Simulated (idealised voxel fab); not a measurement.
Process module, titled voxel released beams
Cross-sectional view cut (width: 280 nm; square cell size: 5 nm).
Reading order for cross-sections: top band down to bottom band. Underlying form: a grid of square cells. Band size: one or more rows of cells.
First you get the band's top height and its bottom height, in nm, and then the materials it's made of, left to right, with each width in nm. If you see a single material with "everywhere", that one covers the band edge to edge. "blank" is empty space.
A quick word on heights: they are counted from 0, and under that level the wafer as it came to us is one material throughout. The lowest band is different from the rest in having no bottom; it simply continues downward, written as in "0 -> down".
Width "30->40": first value at the band's top row of cells, second value at its bottom row, equal change from row to row.
You'll sometimes find "identical to before" written for a step, and that's the way of saying that nowhere in the cross-section did a cell change during that step.
In "Closed internal voids" the enclosed voids are listed, meaning empty spaces of 8 cells or larger without any opening to the top. The form is width x height at distance, distance from the left edge, units nm.
On each step's line, the part that comes after the settings is the simulator's own comment on the step.
overlay nm: right-of-plan distance of the mask on a masked step; negative values mean left-of-plan.

## Steps in the process plan
1 RECEIVE with material Si
2 CONFORMAL_DEP with material Al2O3, thk nm 10
3 DIRECTIONAL_DEP with material SiO2, thk nm 15
4 DIRECTIONAL_DEP with material aC, thk nm 15
5 PATTERN with tone open, mask id ANCHOR, material resist, width nm 40, thk nm 30, overlay nm 0
6 DIRECTIONAL_ETCH with etch materials aC, depth nm 15
7 STRIP with etch materials resist
8 DIRECTIONAL_ETCH with etch materials SiO2, depth nm 15
9 STRIP with etch materials aC
10 CONFORMAL_DEP with material SiN, thk nm 15
11 DIRECTIONAL_DEP with material aC, thk nm 15
12 PATTERN with tone cover, mask id BEAM, material resist, width nm 110, thk nm 35, overlay nm 0
13 DIRECTIONAL_ETCH with etch materials aC, depth nm 15
14 STRIP with etch materials resist
15 DIRECTIONAL_ETCH with etch materials SiN, depth nm 15
16 STRIP with etch materials aC
17 STRIP with etch materials SiO2

## Received-state cross-section, reflecting completion of step 1
- 0 -> down = Si everywhere
- Closed internal voids: none

## Look at the cross-section after the module: the wafer started out the way shown above and the plan was the one shown above, yet one mistake was made along the way
- 40 -> 25 = blank: 80, SiN: 110, blank: 90
- 25 -> 10 = SiN everywhere
- 10 -> 0 = Al2O3 everywhere
- 0 -> down = Si everywhere
- Closed internal voids: none
What was done differently from what was planned? step 3 ran differently from the plan; actual operation with settings: DIRECTIONAL_DEP with material SiN, thk nm 15
